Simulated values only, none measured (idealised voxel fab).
Process module under the name voxel transistor to metal
The figure presents cross-section cut, which has a width of 185 nm and is divided into square cells with an edge length of 5 nm.
We lay out every cross-section as a grid of square cells and spell it out in bands from the top down, where one band means one or more rows of cells. Heads up on the band format: heights come first, top then bottom, in nm. After that it's the materials left to right, each with its width in nm. A single material flagged "full width" fills the whole band edge to edge, and "air" means there's empty space there. Height 0 is the level under which the wafer as received is all one material. The lowest band goes on downwards, as in "0 -> down". You'd read "30..40" like this: the band's top row of cells is as wide as the first number, its bottom row is as wide as the second, and going down, every row changes width by the same amount as the row before did. What does "no modifications" mean for a step? It means no cell of the cross-section changed in that step. The label "Sealed cavities" introduces a list of the empty spaces, 8 cells or larger, that have no open way up to the top; each entry in it reads width x height at distance, where the distance is taken from the left edge and all three are stated in nm. Post-settings text on a step line: simulator's own remark regarding the step. A step's line can hold "overlay nm"; with a mask on that step, the setting says how far right of the planned place the mask lay, while a negative setting says it lay to the left. Layout of what follows: cross-section pairs, each bracketing one process step, the after cross-section shown only to the lowest band that changed, the step between and its settings noted under each pair. Pairs may originate in different runs of this module on the same starting wafer; a pair continues from the pair above only where its entry headed "Pre-step section" says so.
Pre-step section:
    25 -> 0  70 SiO2 | 5 SiN | 35 polySi | 5 SiN | 70 SiO2
    0 -> -5  30 SiO2 | 5 SiN | 35 SiO2 | 5 SiN | 35 polySi | 5 SiN | 35 SiO2 | 5 SiN | 30 SiO2
    -5 -> -10  35 SiO2 | 35 pSi | 45 SiO2 | 35 pSi | 35 SiO2
    -10 -> -40  40 SiO2 | 105 Si | 40 SiO2
    -40 -> down  Si full width
    Sealed cavities: none
State After Step:
    25 -> 0  70 SiO2 | 5 SiN | 35 air | 5 SiN | 70 SiO2
    0 -> -5  30 SiO2 | 5 SiN | 35 SiO2 | 5 SiN | 35 air | 5 SiN | 35 SiO2 | 5 SiN | 30 SiO2
    Anything lower than -5 is untouched.
    Sealed cavities: none
the step between: STRIP [etch materials polySi]
Pre-step section: no separate figure, the pair right above already shows it after its step.
State After Step:
    25 -> 20  70 air | 5 SiN | 35 air | 5 SiN | 70 air
    20 -> 0  70 SiO2 | 5 SiN | 35 air | 5 SiN | 70 SiO2
    0 -> -5  30 SiO2 | 5 SiN | 35 SiO2 | 5 SiN | 35 air | 5 SiN | 35 SiO2 | 5 SiN | 30 SiO2
    -5 -> -10  35 SiO2 | 35 pSi | 45 air | 35 pSi | 35 SiO2
    Anything lower than -10 is untouched.
    Sealed cavities: none
the step between: SELECTIVE_ETCH [etch materials SiO2] [depth nm 5]
Pre-step section: no separate figure, the pair right above already shows it after its step.
State After Step:
    30 -> 25  65 air | 15 HfO2 | 25 air | 15 HfO2 | 65 air
    25 -> 20  70 HfO2 | 5 SiN | 5 HfO2 | 25 air | 5 HfO2 | 5 SiN | 70 HfO2
    20 -> 0  70 SiO2 | 5 SiN | 5 HfO2 | 25 air | 5 HfO2 | 5 SiN | 70 SiO2
    0 -> -5  30 SiO2 | 5 SiN | 35 SiO2 | 5 SiN | 5 HfO2 | 25 air | 5 HfO2 | 5 SiN | 35 SiO2 | 5 SiN | 30 SiO2
    -5 -> -10  35 SiO2 | 35 pSi | 45 HfO2 | 35 pSi | 35 SiO2
    Anything lower than -10 is untouched.
    Sealed cavities: none
the step between: CONFORMAL_DEP [material HfO2] [thk nm 5]
Pre-step section: no separate figure, the pair right above already shows it after its step.
State After Step:
    35 -> 30  60 air | 25 TiN | 15 air | 25 TiN | 60 air
    30 -> 25  65 TiN | 15 HfO2 | 5 TiN | 15 air | 5 TiN | 15 HfO2 | 65 TiN
    25 -> 20  70 HfO2 | 5 SiN | 5 HfO2 | 5 TiN | 15 air | 5 TiN | 5 HfO2 | 5 SiN | 70 HfO2
    20 -> 0  70 SiO2 | 5 SiN | 5 HfO2 | 5 TiN | 15 air | 5 TiN | 5 HfO2 | 5 SiN | 70 SiO2
    0 -> -5  30 SiO2 | 5 SiN | 35 SiO2 | 5 SiN | 5 HfO2 | 25 TiN | 5 HfO2 | 5 SiN | 35 SiO2 | 5 SiN | 30 SiO2
    Anything lower than -5 is untouched.
    Sealed cavities: none
the step between: CONFORMAL_DEP [material TiN] [thk nm 5]
Pre-step section: no separate figure, the pair right above already shows it after its step.
State After Step:
    45 -> 35  W full width
    35 -> 30  60 W | 25 TiN | 15 W | 25 TiN | 60 W
    30 -> 25  65 TiN | 15 HfO2 | 5 TiN | 15 W | 5 TiN | 15 HfO2 | 65 TiN
    25 -> 20  70 HfO2 | 5 SiN | 5 HfO2 | 5 TiN | 15 W | 5 TiN | 5 HfO2 | 5 SiN | 70 HfO2
    20 -> 0  70 SiO2 | 5 SiN | 5 HfO2 | 5 TiN | 15 W | 5 TiN | 5 HfO2 | 5 SiN | 70 SiO2
    Anything lower than 0 is untouched.
    Sealed cavities: none
the step between: FILL_DEP [material W] [thk nm 10]
Pre-step section: no separate figure, the pair right above already shows it after its step.
State After Step:
    20 -> 0  70 SiO2 | 5 SiN | 5 HfO2 | 5 TiN | 15 W | 5 TiN | 5 HfO2 | 5 SiN | 70 SiO2
    Anything lower than 0 is untouched.
    Sealed cavities: none
the step between: CMP [height nm 20]
Pre-step section: no separate figure, the pair right above already shows it after its step.
State After Step:
    30 -> 20  SiO2 full width
    Anything lower than 20 is untouched.
    Sealed cavities: none
the step between: DIRECTIONAL_DEP [material SiO2] [thk nm 10]
Pre-step section: no separate figure, the pair right above already shows it after its step.
State After Step:
    45 -> 30  40 resist | 15 air | 75 resist | 15 air | 40 resist
    Anything lower than 30 is untouched.
    Sealed cavities: none
the step between: PATTERN [tone open] [mask id CONTACT] [material resist] [width nm 15] [pitch nm 90] [thk nm 15] [overlay nm 0]
Pre-step section: no separate figure, the pair right above already shows it after its step.
State After Step:
    45 -> 30  40 resist | 15 air | 75 resist | 15 air | 40 resist
    30 -> 20  40 SiO2 | 15 air | 75 SiO2 | 15 air | 40 SiO2
    20 -> 0  40 SiO2 | 15 air | 15 SiO2 | 5 SiN | 5 HfO2 | 5 TiN | 15 W | 5 TiN | 5 HfO2 | 5 SiN | 15 SiO2 | 15 air | 40 SiO2
    0 -> -5  30 SiO2 | 5 SiN | 5 SiO2 | 15 air | 15 SiO2 | 5 SiN | 5 HfO2 | 25 TiN | 5 HfO2 | 5 SiN | 15 SiO2 | 15 air | 5 SiO2 | 5 SiN | 30 SiO2
    Anything lower than -5 is untouched.
    Sealed cavities: none
the step between: DIRECTIONAL_ETCH [etch materials SiO2] [depth nm 35]
Pre-step section: no separate figure, the pair right above already shows it after its step.
State After Step:
    30 -> 20  40 SiO2 | 15 air | 75 SiO2 | 15 air | 40 SiO2
    Anything lower than 20 is untouched.
    Sealed cavities: none
the step between: STRIP [etch materials resist]
Pre-step section: no separate figure, the pair right above already shows it after its step.
State After Step:
    35 -> 30  45 TiN | 5 air | 85 TiN | 5 air | 45 TiN
    30 -> 20  40 SiO2 | 5 TiN | 5 air | 5 TiN | 75 SiO2 | 5 TiN | 5 air | 5 TiN | 40 SiO2
    20 -> 0  40 SiO2 | 5 TiN | 5 air | 5 TiN | 15 SiO2 | 5 SiN | 5 HfO2 | 5 TiN | 15 W | 5 TiN | 5 HfO2 | 5 SiN | 15 SiO2 | 5 TiN | 5 air | 5 TiN | 40 SiO2
    0 -> -5  30 SiO2 | 5 SiN | 5 SiO2 | 15 TiN | 15 SiO2 | 5 SiN | 5 HfO2 | 25 TiN | 5 HfO2 | 5 SiN | 15 SiO2 | 15 TiN | 5 SiO2 | 5 SiN | 30 SiO2
    Anything lower than -5 is untouched.
    Sealed cavities: none
the step between: CONFORMAL_DEP [material TiN] [thk nm 5]
Pre-step section: no separate figure, the pair right above already shows it after its step.
State After Step:
    45 -> 35  W full width
    35 -> 30  45 TiN | 5 W | 85 TiN | 5 W | 45 TiN
    30 -> 20  40 SiO2 | 5 TiN | 5 W | 5 TiN | 75 SiO2 | 5 TiN | 5 W | 5 TiN | 40 SiO2
    20 -> 0  40 SiO2 | 5 TiN | 5 W | 5 TiN | 15 SiO2 | 5 SiN | 5 HfO2 | 5 TiN | 15 W | 5 TiN | 5 HfO2 | 5 SiN | 15 SiO2 | 5 TiN | 5 W | 5 TiN | 40 SiO2
    Anything lower than 0 is untouched.
    Sealed cavities: none
the step between: FILL_DEP [material W] [thk nm 10]
Pre-step section: no separate figure, the pair right above already shows it after its step.
State After Step:
    30 -> 20  40 SiO2 | 5 TiN | 5 W | 5 TiN | 75 SiO2 | 5 TiN | 5 W | 5 TiN | 40 SiO2
    Anything lower than 20 is untouched.
    Sealed cavities: none
the step between: CMP [height nm 30]
Pre-step section: no separate figure, the pair right above already shows it after its step.
State After Step:
    35 -> 30  SiCN full width
    Anything lower than 30 is untouched.
    Sealed cavities: none
the step between: CONFORMAL_DEP [material SiCN] [thk nm 5]
Pre-step section: no separate figure, the pair right above already shows it after its step.
State After Step:
    60 -> 35  lowk full width
    Anything lower than 35 is untouched.
    Sealed cavities: none
the step between: DIRECTIONAL_DEP [material lowk] [thk nm 25]
Pre-step section: no separate figure, the pair right above already shows it after its step.
State After Step:
    75 -> 60  40 resist | 15 air | 75 resist | 15 air | 40 resist
    Anything lower than 60 is untouched.
    Sealed cavities: none
the step between: PATTERN [tone open] [mask id METAL_1] [material resist] [width nm 15] [pitch nm 90] [thk nm 15] [overlay nm 0]
Pre-step section: no separate figure, the pair right above already shows it after its step.
State After Step:
    75 -> 60  40 resist | 15 air | 75 resist | 15 air | 40 resist
    60 -> 35  40 lowk | 15 air | 75 lowk | 15 air | 40 lowk
    Anything lower than 35 is untouched.
    Sealed cavities: none
the step between: DIRECTIONAL_ETCH [etch materials lowk] [depth nm 25]
Pre-step section: no separate figure, the pair right above already shows it after its step.
State After Step:
    75 -> 60  40 resist | 15 air | 75 resist | 15 air | 40 resist
    60 -> 35  40 lowk | 15 air | 75 lowk | 15 air | 40 lowk
    35 -> 30  40 SiCN | 15 air | 75 SiCN | 15 air | 40 SiCN
    Anything lower than 30 is untouched.
    Sealed cavities: none
the step between: DIRECTIONAL_ETCH [etch materials SiCN] [depth nm 5]
Pre-step section: no separate figure, the pair right above already shows it after its step.
State After Step:
    60 -> 35  40 lowk | 15 air | 75 lowk | 15 air | 40 lowk
    Anything lower than 35 is untouched.
    Sealed cavities: none
the step between: STRIP [etch materials resist]
Pre-step section: no separate figure, the pair right above already shows it after its step.
State After Step:
    65 -> 60  45 TiN | 5 air | 85 TiN | 5 air | 45 TiN
    60 -> 35  40 lowk | 5 TiN | 5 air | 5 TiN | 75 lowk | 5 TiN | 5 air | 5 TiN | 40 lowk
    35 -> 30  40 SiCN | 15 TiN | 75 SiCN | 15 TiN | 40 SiCN
    Anything lower than 30 is untouched.
    Sealed cavities: none
the step between: CONFORMAL_DEP [material TiN] [thk nm 5]
Pre-step section: no separate figure, the pair right above already shows it after its step.
State After Step:
    75 -> 65  Cu full width
    65 -> 60  45 TiN | 5 Cu | 85 TiN | 5 Cu | 45 TiN
    60 -> 35  40 lowk | 5 TiN | 5 Cu | 5 TiN | 75 lowk | 5 TiN | 5 Cu | 5 TiN | 40 lowk
    Anything lower than 35 is untouched.
    Sealed cavities: none
the step between: FILL_DEP [material Cu] [thk nm 10]
Pre-step section: no separate figure, the pair right above already shows it after its step.
State After Step:
    60 -> 35  40 lowk | 5 TiN | 5 Cu | 5 TiN | 75 lowk | 5 TiN | 5 Cu | 5 TiN | 40 lowk
    Anything lower than 35 is untouched.
    Sealed cavities: none
the step between: CMP [height nm 60]
Pre-step section: no separate figure, the pair right above already shows it after its step.
State After Step:
    65 -> 60  35 air | 25 Ru | 65 air | 25 Ru | 35 air
    Anything lower than 60 is untouched.
    Sealed cavities: none
the step between: EPI [material Ru] [thk nm 5]
Pre-step section: no separate figure, the pair right above already shows it after its step.
State After Step:
    70 -> 65  SiCN full width
    65 -> 60  35 SiCN | 25 Ru | 65 SiCN | 25 Ru | 35 SiCN
    Anything lower than 60 is untouched.
    Sealed cavities: none
the step between: FILL_DEP [material SiCN] [thk nm 5]
Pre-step section: no separate figure, the pair right above already shows it after its step.
State After Step:
    100 -> 70  lowk full width
    Anything lower than 70 is untouched.
    Sealed cavities: none
the step between: DIRECTIONAL_DEP [material lowk] [thk nm 30]
Pre-step section: no separate figure, the pair right above already shows it after its step.
State After Step:
    100 -> 80  40 lowk | 15 air | 75 lowk | 15 air | 40 lowk
    Anything lower than 80 is untouched.
    Sealed cavities: none
the step between: MASKED_ETCH [tone open] [mask id METAL_2] [width nm 15] [pitch nm 90] [etch materials lowk] [depth nm 20] [overlay nm 0]
Pre-step section: no separate figure, the pair right above already shows it after its step.
State After Step:
    120 -> 100  40 resist | 15 air | 75 resist | 15 air | 40 resist
    Anything lower than 100 is untouched.
    Sealed cavities: none
the step between: PATTERN [tone open] [mask id METAL_2_HOLES] [material resist] [width nm 15] [pitch nm 90] [thk nm 20] [overlay nm 0]
Pre-step section: no separate figure, the pair right above already shows it after its step.
State After Step:
    120 -> 100  40 resist | 15 air | 75 resist | 15 air | 40 resist
    100 -> 70  40 lowk | 15 air | 75 lowk | 15 air | 40 lowk
    Anything lower than 70 is untouched.
    Sealed cavities: none
the step between: DIRECTIONAL_ETCH [etch materials lowk] [depth nm 10]
Pre-step section: no separate figure, the pair right above already shows it after its step.
State After Step:
    120 -> 100  40 resist | 15 air | 75 resist | 15 air | 40 resist
    100 -> 70  40 lowk | 15 air | 75 lowk | 15 air | 40 lowk
    70 -> 65  40 SiCN | 15 air | 75 SiCN | 15 air | 40 SiCN
    Anything lower than 65 is untouched.
    Sealed cavities: none
the step between: DIRECTIONAL_ETCH [etch materials SiCN] [depth nm 5]
Pre-step section: no separate figure, the pair right above already shows it after its step.
State After Step:
    100 -> 70  40 lowk | 15 air | 75 lowk | 15 air | 40 lowk
    Anything lower than 70 is untouched.
    Sealed cavities: none
the step between: STRIP [etch materials resist]
Pre-step section: no separate figure, the pair right above already shows it after its step.
State After Step:
    105 -> 100  45 TiN | 5 air | 85 TiN | 5 air | 45 TiN
    100 -> 70  40 lowk | 5 TiN | 5 air | 5 TiN | 75 lowk | 5 TiN | 5 air | 5 TiN | 40 lowk
    70 -> 65  40 SiCN | 15 TiN | 75 SiCN | 15 TiN | 40 SiCN
    Anything lower than 65 is untouched.
    Sealed cavities: none
the step between: CONFORMAL_DEP [material TiN] [thk nm 5]
Pre-step section: no separate figure, the pair right above already shows it after its step.
State After Step:
    110 -> 105  Cu full width
    105 -> 100  45 TiN | 5 Cu | 85 TiN | 5 Cu | 45 TiN
    100 -> 70  40 lowk | 5 TiN | 5 Cu | 5 TiN | 75 lowk | 5 TiN | 5 Cu | 5 TiN | 40 lowk
    Anything lower than 70 is untouched.
    Sealed cavities: none
the step between: FILL_DEP [material Cu] [thk nm 5]
Pre-step section: no separate figure, the pair right above already shows it after its step.
State After Step:
    100 -> 70  40 lowk | 5 TiN | 5 Cu | 5 TiN | 75 lowk | 5 TiN | 5 Cu | 5 TiN | 40 lowk
    Anything lower than 70 is untouched.
    Sealed cavities: none
the step between: CMP [height nm 100]
Pre-step section: no separate figure, the pair right above already shows it after its step.
State After Step:
    105 -> 100  SiCN full width
    Anything lower than 100 is untouched.
    Sealed cavities: none
the step between: CONFORMAL_DEP [material SiCN] [thk nm 5]
Pre-step section:
    40 -> 25  70 air | 5 SiN | 35 SiCN | 5 SiN | 70 air
    25 -> 0  70 air | 5 SiN | 35 polySi | 5 SiN | 70 air
    0 -> -5  30 air | 5 SiN | 35 air | 5 SiN | 35 polySi | 5 SiN | 35 air | 5 SiN | 30 air
    -5 -> -10  35 SiO2 | 35 air | 45 SiO2 | 35 air | 35 SiO2
    -10 -> -20  40 SiO2 | 30 air | 45 Si | 30 air | 40 SiO2
    -20 -> -40  40 SiO2 | 105 Si | 40 SiO2
    -40 -> down  Si full width
    Sealed cavities: none
State After Step:
    40 -> 25  70 air | 5 SiN | 35 SiCN | 5 SiN | 70 air
    25 -> 15  70 air | 5 SiN | 35 polySi | 5 SiN | 70 air
    15 -> 5  45 air | 25 pSi | 5 SiN | 35 polySi | 5 SiN | 25 pSi | 45 air
    5 -> 0  30 air | 40 pSi | 5 SiN | 35 polySi | 5 SiN | 40 pSi | 30 air
    0 -> -5  30 air | 5 SiN | 35 pSi | 5 SiN | 35 polySi | 5 SiN | 35 pSi | 5 SiN | 30 air
    -5 -> -10  35 SiO2 | 35 pSi | 45 SiO2 | 35 pSi | 35 SiO2
    -10 -> -20  40 SiO2 | 30 pSi | 45 Si | 30 pSi | 40 SiO2
    Anything lower than -20 is untouched.
    Sealed cavities: none
the step between: EPI [material pSi] [thk nm 25]
Pre-step section: no separate figure, the pair right above already shows it after its step.
State After Step:
    45 -> 40  SiO2 full width
    40 -> 25  70 SiO2 | 5 SiN | 35 SiCN | 5 SiN | 70 SiO2
    25 -> 15  70 SiO2 | 5 SiN | 35 polySi | 5 SiN | 70 SiO2
    15 -> 5  45 SiO2 | 25 pSi | 5 SiN | 35 polySi | 5 SiN | 25 pSi | 45 SiO2
    5 -> 0  30 SiO2 | 40 pSi | 5 SiN | 35 polySi | 5 SiN | 40 pSi | 30 SiO2
    0 -> -5  30 SiO2 | 5 SiN | 35 pSi | 5 SiN | 35 polySi | 5 SiN | 35 pSi | 5 SiN | 30 SiO2
    Anything lower than -5 is untouched.
    Sealed cavities: none
the step between: FILL_DEP [material SiO2] [thk nm 5]
Pre-step section: no separate figure, the pair right above already shows it after its step.
State After Step:
    25 -> 15  70 SiO2 | 5 SiN | 35 polySi | 5 SiN | 70 SiO2
    Anything lower than 15 is untouched.
    Sealed cavities: none
the step between: CMP [height nm 25]
Pre-step section: no separate figure, the pair right above already shows it after its step.
State After Step:
    25 -> 15  70 SiO2 | 5 SiN | 35 air | 5 SiN | 70 SiO2
    15 -> 5  45 SiO2 | 25 pSi | 5 SiN | 35 air | 5 SiN | 25 pSi | 45 SiO2
    5 -> 0  30 SiO2 | 40 pSi | 5 SiN | 35 air | 5 SiN | 40 pSi | 30 SiO2
    0 -> -5  30 SiO2 | 5 SiN | 35 pSi | 5 SiN | 35 air | 5 SiN | 35 pSi | 5 SiN | 30 SiO2
    Anything lower than -5 is untouched.
    Sealed cavities: none
the step between: STRIP [etch materials polySi]
Pre-step section: no separate figure, the pair right above already shows it after its step.
State After Step:
    25 -> 20  70 air | 5 SiN | 35 air | 5 SiN | 70 air
    20 -> 15  70 SiO2 | 5 SiN | 35 air | 5 SiN | 70 SiO2
    15 -> 5  45 SiO2 | 25 pSi | 5 SiN | 35 air | 5 SiN | 25 pSi | 45 SiO2
    5 -> 0  30 SiO2 | 40 pSi | 5 SiN | 35 air | 5 SiN | 40 pSi | 30 SiO2
    0 -> -5  30 SiO2 | 5 SiN | 35 pSi | 5 SiN | 35 air | 5 SiN | 35 pSi | 5 SiN | 30 SiO2
    -5 -> -10  35 SiO2 | 35 pSi | 45 air | 35 pSi | 35 SiO2
    Anything lower than -10 is untouched.
    Sealed cavities: none
the step between: SELECTIVE_ETCH [etch materials SiO2] [depth nm 5]
Pre-step section: no separate figure, the pair right above already shows it after its step.
State After Step:
    30 -> 25  65 air | 15 HfO2 | 25 air | 15 HfO2 | 65 air
    25 -> 20  70 HfO2 | 5 SiN | 5 HfO2 | 25 air | 5 HfO2 | 5 SiN | 70 HfO2
    20 -> 15  70 SiO2 | 5 SiN | 5 HfO2 | 25 air | 5 HfO2 | 5 SiN | 70 SiO2
    15 -> 5  45 SiO2 | 25 pSi | 5 SiN | 5 HfO2 | 25 air | 5 HfO2 | 5 SiN | 25 pSi | 45 SiO2
    5 -> 0  30 SiO2 | 40 pSi | 5 SiN | 5 HfO2 | 25 air | 5 HfO2 | 5 SiN | 40 pSi | 30 SiO2
    0 -> -5  30 SiO2 | 5 SiN | 35 pSi | 5 SiN | 5 HfO2 | 25 air | 5 HfO2 | 5 SiN | 35 pSi | 5 SiN | 30 SiO2
    -5 -> -10  35 SiO2 | 35 pSi | 45 HfO2 | 35 pSi | 35 SiO2
    Anything lower than -10 is untouched.
    Sealed cavities: none
the step between: CONFORMAL_DEP [material HfO2] [thk nm 5]
Pre-step section: no separate figure, the pair right above already shows it after its step.
State After Step:
    35 -> 30  60 air | 25 TiN | 15 air | 25 TiN | 60 air
    30 -> 25  65 TiN | 15 HfO2 | 5 TiN | 15 air | 5 TiN | 15 HfO2 | 65 TiN
    25 -> 20  70 HfO2 | 5 SiN | 5 HfO2 | 5 TiN | 15 air | 5 TiN | 5 HfO2 | 5 SiN | 70 HfO2
    20 -> 15  70 SiO2 | 5 SiN | 5 HfO2 | 5 TiN | 15 air | 5 TiN | 5 HfO2 | 5 SiN | 70 SiO2
    15 -> 5  45 SiO2 | 25 pSi | 5 SiN | 5 HfO2 | 5 TiN | 15 air | 5 TiN | 5 HfO2 | 5 SiN | 25 pSi | 45 SiO2
    5 -> 0  30 SiO2 | 40 pSi | 5 SiN | 5 HfO2 | 5 TiN | 15 air | 5 TiN | 5 HfO2 | 5 SiN | 40 pSi | 30 SiO2
    0 -> -5  30 SiO2 | 5 SiN | 35 pSi | 5 SiN | 5 HfO2 | 25 TiN | 5 HfO2 | 5 SiN | 35 pSi | 5 SiN | 30 SiO2
    Anything lower than -5 is untouched.
    Sealed cavities: none
the step between: CONFORMAL_DEP [material TiN] [thk nm 5]
Pre-step section: no separate figure, the pair right above already shows it after its step.
State After Step:
    45 -> 35  W full width
    35 -> 30  60 W | 25 TiN | 15 W | 25 TiN | 60 W
    30 -> 25  65 TiN | 15 HfO2 | 5 TiN | 15 W | 5 TiN | 15 HfO2 | 65 TiN
    25 -> 20  70 HfO2 | 5 SiN | 5 HfO2 | 5 TiN | 15 W | 5 TiN | 5 HfO2 | 5 SiN | 70 HfO2
    20 -> 15  70 SiO2 | 5 SiN | 5 HfO2 | 5 TiN | 15 W | 5 TiN | 5 HfO2 | 5 SiN | 70 SiO2
    15 -> 5  45 SiO2 | 25 pSi | 5 SiN | 5 HfO2 | 5 TiN | 15 W | 5 TiN | 5 HfO2 | 5 SiN | 25 pSi | 45 SiO2
    5 -> 0  30 SiO2 | 40 pSi | 5 SiN | 5 HfO2 | 5 TiN | 15 W | 5 TiN | 5 HfO2 | 5 SiN | 40 pSi | 30 SiO2
    Anything lower than 0 is untouched.
    Sealed cavities: none
the step between: FILL_DEP [material W] [thk nm 10]
Pre-step section: no separate figure, the pair right above already shows it after its step.
State After Step:
    20 -> 15  70 SiO2 | 5 SiN | 5 HfO2 | 5 TiN | 15 W | 5 TiN | 5 HfO2 | 5 SiN | 70 SiO2
    Anything lower than 15 is untouched.
    Sealed cavities: none
the step between: CMP [height nm 20]
Pre-step section: no separate figure, the pair right above already shows it after its step.
State After Step:
    30 -> 20  SiO2 full width
    Anything lower than 20 is untouched.
    Sealed cavities: none
the step between: DIRECTIONAL_DEP [material SiO2] [thk nm 10]
Pre-step section: no separate figure, the pair right above already shows it after its step.
State After Step:
    45 -> 30  40 resist | 15 air | 75 resist | 15 air | 40 resist
    Anything lower than 30 is untouched.
    Sealed cavities: none
the step between: PATTERN [tone open] [mask id CONTACT] [material resist] [width nm 15] [pitch nm 90] [thk nm 15] [overlay nm 0]
Pre-step section: no separate figure, the pair right above already shows it after its step.
State After Step:
    45 -> 30  40 resist | 15 air | 75 resist | 15 air | 40 resist
    30 -> 20  40 SiO2 | 15 air | 75 SiO2 | 15 air | 40 SiO2
    20 -> 15  40 SiO2 | 15 air | 15 SiO2 | 5 SiN | 5 HfO2 | 5 TiN | 15 W | 5 TiN | 5 HfO2 | 5 SiN | 15 SiO2 | 15 air | 40 SiO2
    15 -> 5  40 SiO2 | 5 air | 25 pSi | 5 SiN | 5 HfO2 | 5 TiN | 15 W | 5 TiN | 5 HfO2 | 5 SiN | 25 pSi | 5 air | 40 SiO2
    Anything lower than 5 is untouched.
    Sealed cavities: none
the step between: DIRECTIONAL_ETCH [etch materials SiO2] [depth nm 35]
Pre-step section: no separate figure, the pair right above already shows it after its step.
State After Step:
    30 -> 20  40 SiO2 | 15 air | 75 SiO2 | 15 air | 40 SiO2
    Anything lower than 20 is untouched.
    Sealed cavities: none
the step between: STRIP [etch materials resist]
Pre-step section: no separate figure, the pair right above already shows it after its step.
State After Step:
    35 -> 30  45 TiN | 5 air | 85 TiN | 5 air | 45 TiN
    30 -> 20  40 SiO2 | 5 TiN | 5 air | 5 TiN | 75 SiO2 | 5 TiN | 5 air | 5 TiN | 40 SiO2
    20 -> 15  40 SiO2 | 15 TiN | 15 SiO2 | 5 SiN | 5 HfO2 | 5 TiN | 15 W | 5 TiN | 5 HfO2 | 5 SiN | 15 SiO2 | 15 TiN | 40 SiO2
    15 -> 5  40 SiO2 | 5 TiN | 25 pSi | 5 SiN | 5 HfO2 | 5 TiN | 15 W | 5 TiN | 5 HfO2 | 5 SiN | 25 pSi | 5 TiN | 40 SiO2
    Anything lower than 5 is untouched.
    Sealed cavities: none
the step between: CONFORMAL_DEP [material TiN] [thk nm 5]
Pre-step section: no separate figure, the pair right above already shows it after its step.
State After Step:
    45 -> 35  W full width
    35 -> 30  45 TiN | 5 W | 85 TiN | 5 W | 45 TiN
    30 -> 20  40 SiO2 | 5 TiN | 5 W | 5 TiN | 75 SiO2 | 5 TiN | 5 W | 5 TiN | 40 SiO2
    Anything lower than 20 is untouched.
    Sealed cavities: none
the step between: FILL_DEP [material W] [thk nm 10]
Pre-step section: no separate figure, the pair right above already shows it after its step.
State After Step:
    30 -> 20  40 SiO2 | 5 TiN | 5 W | 5 TiN | 75 SiO2 | 5 TiN | 5 W | 5 TiN | 40 SiO2
    Anything lower than 20 is untouched.
    Sealed cavities: none
the step between: CMP [height nm 30]
Pre-step section: no separate figure, the pair right above already shows it after its step.
State After Step:
    35 -> 30  SiCN full width
    Anything lower than 30 is untouched.
    Sealed cavities: none
the step between: CONFORMAL_DEP [material SiCN] [thk nm 5]
Pre-step section: no separate figure, the pair right above already shows it after its step.
State After Step:
    60 -> 35  lowk full width
    Anything lower than 35 is untouched.
    Sealed cavities: none
the step between: DIRECTIONAL_DEP [material lowk] [thk nm 25]
Pre-step section: no separate figure, the pair right above already shows it after its step.
State After Step:
    75 -> 60  40 resist | 15 air | 75 resist | 15 air | 40 resist
    Anything lower than 60 is untouched.
    Sealed cavities: none
the step between: PATTERN [tone open] [mask id METAL_1] [material resist] [width nm 15] [pitch nm 90] [thk nm 15] [overlay nm 0]
Pre-step section: no separate figure, the pair right above already shows it after its step.
State After Step:
    75 -> 60  40 resist | 15 air | 75 resist | 15 air | 40 resist
    60 -> 35  40 lowk | 15 air | 75 lowk | 15 air | 40 lowk
    Anything lower than 35 is untouched.
    Sealed cavities: none
the step between: DIRECTIONAL_ETCH [etch materials lowk] [depth nm 25]
Pre-step section: no separate figure, the pair right above already shows it after its step.
State After Step:
    75 -> 60  40 resist | 15 air | 75 resist | 15 air | 40 resist
    60 -> 35  40 lowk | 15 air | 75 lowk | 15 air | 40 lowk
    35 -> 30  40 SiCN | 15 air | 75 SiCN | 15 air | 40 SiCN
    Anything lower than 30 is untouched.
    Sealed cavities: none
the step between: DIRECTIONAL_ETCH [etch materials SiCN] [depth nm 5]
Pre-step section: no separate figure, the pair right above already shows it after its step.
State After Step:
    60 -> 35  40 lowk | 15 air | 75 lowk | 15 air | 40 lowk
    Anything lower than 35 is untouched.
    Sealed cavities: none
the step between: STRIP [etch materials resist]
Pre-step section: no separate figure, the pair right above already shows it after its step.
State After Step:
    65 -> 60  45 TiN | 5 air | 85 TiN | 5 air | 45 TiN
    60 -> 35  40 lowk | 5 TiN | 5 air | 5 TiN | 75 lowk | 5 TiN | 5 air | 5 TiN | 40 lowk
    35 -> 30  40 SiCN | 15 TiN | 75 SiCN | 15 TiN | 40 SiCN
    Anything lower than 30 is untouched.
    Sealed cavities: none
the step between: CONFORMAL_DEP [material TiN] [thk nm 5]
Pre-step section: no separate figure, the pair right above already shows it after its step.
State After Step:
    75 -> 65  Cu full width
    65 -> 60  45 TiN | 5 Cu | 85 TiN | 5 Cu | 45 TiN
    60 -> 35  40 lowk | 5 TiN | 5 Cu | 5 TiN | 75 lowk | 5 TiN | 5 Cu | 5 TiN | 40 lowk
    Anything lower than 35 is untouched.
    Sealed cavities: none
the step between: FILL_DEP [material Cu] [thk nm 10]
Pre-step section: no separate figure, the pair right above already shows it after its step.
State After Step:
    60 -> 35  40 lowk | 5 TiN | 5 Cu | 5 TiN | 75 lowk | 5 TiN | 5 Cu | 5 TiN | 40 lowk
    Anything lower than 35 is untouched.
    Sealed cavities: none
the step between: CMP [height nm 60]
Pre-step section: no separate figure, the pair right above already shows it after its step.
State After Step:
    65 -> 60  35 air | 25 Ru | 65 air | 25 Ru | 35 air
    Anything lower than 60 is untouched.
    Sealed cavities: none
the step between: EPI [material Ru] [thk nm 5]
Pre-step section: no separate figure, the pair right above already shows it after its step.
State After Step:
    70 -> 65  SiCN full width
    65 -> 60  35 SiCN | 25 Ru | 65 SiCN | 25 Ru | 35 SiCN
    Anything lower than 60 is untouched.
    Sealed cavities: none
the step between: FILL_DEP [material SiCN] [thk nm 5]
Pre-step section: no separate figure, the pair right above already shows it after its step.
State After Step:
    100 -> 70  lowk full width
    Anything lower than 70 is untouched.
    Sealed cavities: none
the step between: DIRECTIONAL_DEP [material lowk] [thk nm 30]
Pre-step section: no separate figure, the pair right above already shows it after its step.
State After Step:
    100 -> 80  40 lowk | 15 air | 75 lowk | 15 air | 40 lowk
    Anything lower than 80 is untouched.
    Sealed cavities: none
the step between: MASKED_ETCH [tone open] [mask id METAL_2] [width nm 15] [pitch nm 90] [etch materials lowk] [depth nm 20] [overlay nm 0]
Pre-step section: no separate figure, the pair right above already shows it after its step.
State After Step:
    120 -> 100  40 resist | 15 air | 75 resist | 15 air | 40 resist
    Anything lower than 100 is untouched.
    Sealed cavities: none
the step between: PATTERN [tone open] [mask id METAL_2_HOLES] [material resist] [width nm 15] [pitch nm 90] [thk nm 20] [overlay nm 0]
Pre-step section: no separate figure, the pair right above already shows it after its step.
State After Step:
    120 -> 100  40 resist | 15 air | 75 resist | 15 air | 40 resist
    100 -> 70  40 lowk | 15 air | 75 lowk | 15 air | 40 lowk
    Anything lower than 70 is untouched.
    Sealed cavities: none
the step between: DIRECTIONAL_ETCH [etch materials lowk] [depth nm 10]
